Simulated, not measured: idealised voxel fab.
Process module, titled voxel spacer lines
For reference, the cross-section in this document is cut, with width 255 nm and square cells of 5 nm.
Reading order for cross-sections: top band down to bottom band. Underlying form: a grid of square cells. Band size: one or more rows of cells. First you get the band's top height and its bottom height, in nm, and then the materials it's made of, left to right, with each width in nm. If you see a single material with "edge to edge", that one covers the band edge to edge. "air" is empty space. The reference from which all heights are counted is 0, the level beneath which the as-received wafer is entirely one material; the lowest band, having no lower bound, proceeds downward and is written after the example "from 0 down". Width spec "30..40" -> top row of cells at first value, bottom row at second value, equal per-row change in between. Basically "nothing was modified" means that step didn't change any cell in the cross-section. Each empty space that has no open way to the top and spans at least 8 cells appears under "Tabulated closed voids" as width x height at distance, the distance counted from the left edge, all in nm. Where a step's line continues beyond its settings, the continuation is a remark by the simulator itself on that step. overlay nm: on a step with a mask, how far right of its planned place the mask lay; negative means left.

-- Steps in the process plan
- 1: op RECEIVE | material Si
- 2: op CONFORMAL_DEP | material Al2O3 | thk nm 10
- 3: op DIRECTIONAL_DEP | material TiN | thk nm 10
- 4: op DIRECTIONAL_DEP | material polySi | thk nm 30
- 5: op PATTERN | tone cover | mask id MANDREL | material resist | width nm 20 | pitch nm 60 | thk nm 35 | overlay nm 0
- 6: op DIRECTIONAL_ETCH | etch materials polySi | depth nm 30
- 7: op STRIP | etch materials resist
- 8: op CONFORMAL_DEP | material SiO2 | thk nm 10
- 9: op DIRECTIONAL_ETCH | etch materials SiO2 | depth nm 10
- 10: op STRIP | etch materials polySi
- 11: op DIRECTIONAL_ETCH | etch materials TiN | depth nm 10
- 12: op STRIP | etch materials SiO2
- 13: op FILL_DEP | material lowk | thk nm 5
- 14: op CMP | height nm 20

-- The first of the two wafers, which ran as planned

-- The cross-section here shows the wafer as received, i.e. in its state after step 1
    from 0 down: Si edge to edge
    Tabulated closed voids: none

-- Sectional view: wafer, after step 2
    from 10 to 0: Al2O3 edge to edge
    For the remainder of the cross-section, below 0, there is no change.

-- Sectional view: wafer, after step 3
    from 20 to 10: TiN edge to edge
    For the remainder of the cross-section, below 10, there is no change.

-- Sectional view: wafer, after step 4
    from 50 to 20: polySi edge to edge
    For the remainder of the cross-section, below 20, there is no change.

-- Sectional view: wafer, after step 5
    from 85 to 50: air 85 nm; resist 20 nm; air 40 nm; resist 20 nm; air 90 nm
    For the remainder of the cross-section, below 50, there is no change.

-- Sectional view: wafer, after step 6
    from 85 to 50: air 85 nm; resist 20 nm; air 40 nm; resist 20 nm; air 90 nm
    from 50 to 20: air 85 nm; polySi 20 nm; air 40 nm; polySi 20 nm; air 90 nm
    For the remainder of the cross-section, below 20, there is no change.

-- Sectional view: wafer, after step 7
    from 50 to 20: air 85 nm; polySi 20 nm; air 40 nm; polySi 20 nm; air 90 nm
    For the remainder of the cross-section, below 20, there is no change.

-- Sectional view: wafer, after step 8
    from 60 to 50: air 75 nm; SiO2 40 nm; air 20 nm; SiO2 40 nm; air 80 nm
    from 50 to 30: air 75 nm; SiO2 10 nm; polySi 20 nm; SiO2 10 nm; air 20 nm; SiO2 10 nm; polySi 20 nm; SiO2 10 nm; air 80 nm
    from 30 to 20: SiO2 85 nm; polySi 20 nm; SiO2 40 nm; polySi 20 nm; SiO2 90 nm
    For the remainder of the cross-section, below 20, there is no change.

-- Sectional view: wafer, after step 9
    from 50 to 20: air 75 nm; SiO2 10 nm; polySi 20 nm; SiO2 10 nm; air 20 nm; SiO2 10 nm; polySi 20 nm; SiO2 10 nm; air 80 nm
    For the remainder of the cross-section, below 20, there is no change.

-- Sectional view: wafer, after step 10
    from 50 to 20: air 75 nm; SiO2 10 nm; air 20 nm; SiO2 10 nm; air 20 nm; SiO2 10 nm; air 20 nm; SiO2 10 nm; air 80 nm
    For the remainder of the cross-section, below 20, there is no change.

-- Sectional view: wafer, after step 11
    from 50 to 20: air 75 nm; SiO2 10 nm; air 20 nm; SiO2 10 nm; air 20 nm; SiO2 10 nm; air 20 nm; SiO2 10 nm; air 80 nm
    from 20 to 10: air 75 nm; TiN 10 nm; air 20 nm; TiN 10 nm; air 20 nm; TiN 10 nm; air 20 nm; TiN 10 nm; air 80 nm
    For the remainder of the cross-section, below 10, there is no change.

-- Sectional view: wafer, after step 12
    from 20 to 10: air 75 nm; TiN 10 nm; air 20 nm; TiN 10 nm; air 20 nm; TiN 10 nm; air 20 nm; TiN 10 nm; air 80 nm
    For the remainder of the cross-section, below 10, there is no change.

-- Sectional view: wafer, after step 13
    from 25 to 20: lowk edge to edge
    from 20 to 10: lowk 75 nm; TiN 10 nm; lowk 20 nm; TiN 10 nm; lowk 20 nm; TiN 10 nm; lowk 20 nm; TiN 10 nm; lowk 80 nm
    For the remainder of the cross-section, below 10, there is no change.

-- Sectional view: wafer, after step 14
    from 20 to 10: lowk 75 nm; TiN 10 nm; lowk 20 nm; TiN 10 nm; lowk 20 nm; TiN 10 nm; lowk 20 nm; TiN 10 nm; lowk 80 nm
    For the remainder of the cross-section, below 10, there is no change.

-- Okay, second wafer. Nothing different at the start, nothing different in the plan, just one mistake somewhere in the running. As far as step 2, counting that step, it's the first wafer all over again

-- Second wafer at the planned finish of step 3, seen in cross-section
    from 40 to 10: polySi edge to edge
    For the remainder of the cross-section, below 10, there is no change.

-- Second wafer at the planned finish of step 4, seen in cross-section
    from 50 to 40: TiN edge to edge
    For the remainder of the cross-section, below 40, there is no change.

-- Second wafer at the planned finish of step 5, seen in cross-section
    from 85 to 50: air 85 nm; resist 20 nm; air 40 nm; resist 20 nm; air 90 nm
    For the remainder of the cross-section, below 50, there is no change.

Second wafer at the planned finish of step 6, seen in cross-section: nothing was modified

-- Second wafer at the planned finish of step 7, seen in cross-section
    from 50 to 40: TiN edge to edge
    For the remainder of the cross-section, below 40, there is no change.

-- Second wafer at the planned finish of step 8, seen in cross-section
    from 60 to 50: SiO2 edge to edge
    For the remainder of the cross-section, below 50, there is no change.

-- Second wafer at the planned finish of step 9, seen in cross-section
    from 50 to 40: TiN edge to edge
    For the remainder of the cross-section, below 40, there is no change.

Second wafer at the planned finish of step 10, seen in cross-section: nothing was modified

-- Second wafer at the planned finish of step 11, seen in cross-section
    from 40 to 10: polySi edge to edge
    For the remainder of the cross-section, below 10, there is no change.

Second wafer at the planned finish of step 12, seen in cross-section: nothing was modified

-- Second wafer at the planned finish of step 13, seen in cross-section
    from 45 to 40: lowk edge to edge
    For the remainder of the cross-section, below 40, there is no change.

-- Second wafer at the planned finish of step 14, seen in cross-section
    from 20 to 10: polySi edge to edge
    For the remainder of the cross-section, below 10, there is no change.
It is concluded that the wafer was processed incorrectly with respect to the plan, in that so 3 and 4 got swapped relative to the plan, each ran where the other was supposed to
Looking at both finished wafers in cells, the second ends up ahead of or behind the first on some materials: TiN: 16 fewer; lowk: 86 fewer; polySi: 102 more
